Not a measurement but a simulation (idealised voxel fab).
process module | voxel released beams
cross-section cut | 150 nm wide | cells 5 nm
A cross-section is a grid of square cells, given in bands from the top down. A band is one or more rows of cells.
Each band's line starts with the height of the band's top and of its bottom, in nm. Then come its materials from left to right, each with its width in nm. One material with "throughout" fills the band from edge to edge. "air" is empty space.
Height 0 is the level under which the wafer as received is all one material. The lowest band goes on downwards, as in "0 down".
A width such as "30 to 40" changes by the same amount from each row of cells to the next, from the band's top row to its bottom row.
"no change" after a step means that no cell of the cross-section changed.
closed voids: empty space of 8 cells or more with no open way to the top, each as width x height at its distance from the left edge, in nm
after a step's settings: what the simulator itself notes on the step
overlay nm, on a step with a mask: how far to the right of its planned place the mask lay; to the left if negative
plan
1 op RECEIVE | material Si
2 op CONFORMAL_DEP | material Al2O3 | thk nm 5
3 op DIRECTIONAL_DEP | material SiO2 | thk nm 20
4 op DIRECTIONAL_DEP | material aC | thk nm 10
5 op PATTERN | tone open | mask id ANCHOR | material resist | width nm 40 | thk nm 30 | overlay nm 0
6 op DIRECTIONAL_ETCH | etch materials aC | depth nm 10
7 op STRIP | etch materials resist
8 op DIRECTIONAL_ETCH | etch materials SiO2 | depth nm 20
9 op STRIP | etch materials aC
10 op CONFORMAL_DEP | material polySi | thk nm 15
11 op PATTERN | tone cover | mask id BEAM | material resist | width nm 115 | thk nm 15 | overlay nm 0
12 op DIRECTIONAL_ETCH | etch materials polySi | depth nm 15
13 op STRIP | etch materials resist
14 op STRIP | etch materials SiO2
as received, after step 1
  0 down: Si throughout
  closed voids: none
first wafer at the end, as planned
  40 to 25: air 15 | polySi 20 | air 10 | polySi 85 | air 20
  25 to 20: air 20 | polySi 15 | air 10 | polySi 15 | air 90
  20 to 5: air 20 | polySi 40 | air 90
  5 to 0: Al2O3 throughout
  0 down: Si throughout
  closed voids: none
second wafer at the end: like start, like plan, one mistake
  55 to 40: air 15 | polySi 115 | air 20
  40 to 25: polySi throughout
  25 to 5: SiO2 20 | polySi 40 | SiO2 90
  5 to 0: Al2O3 throughout
  0 down: Si throughout
  closed voids: none
what went wrong: step 10 was run twice
at the end the second wafer has, in cells: 88 more of SiO2 | 98 more of polySi
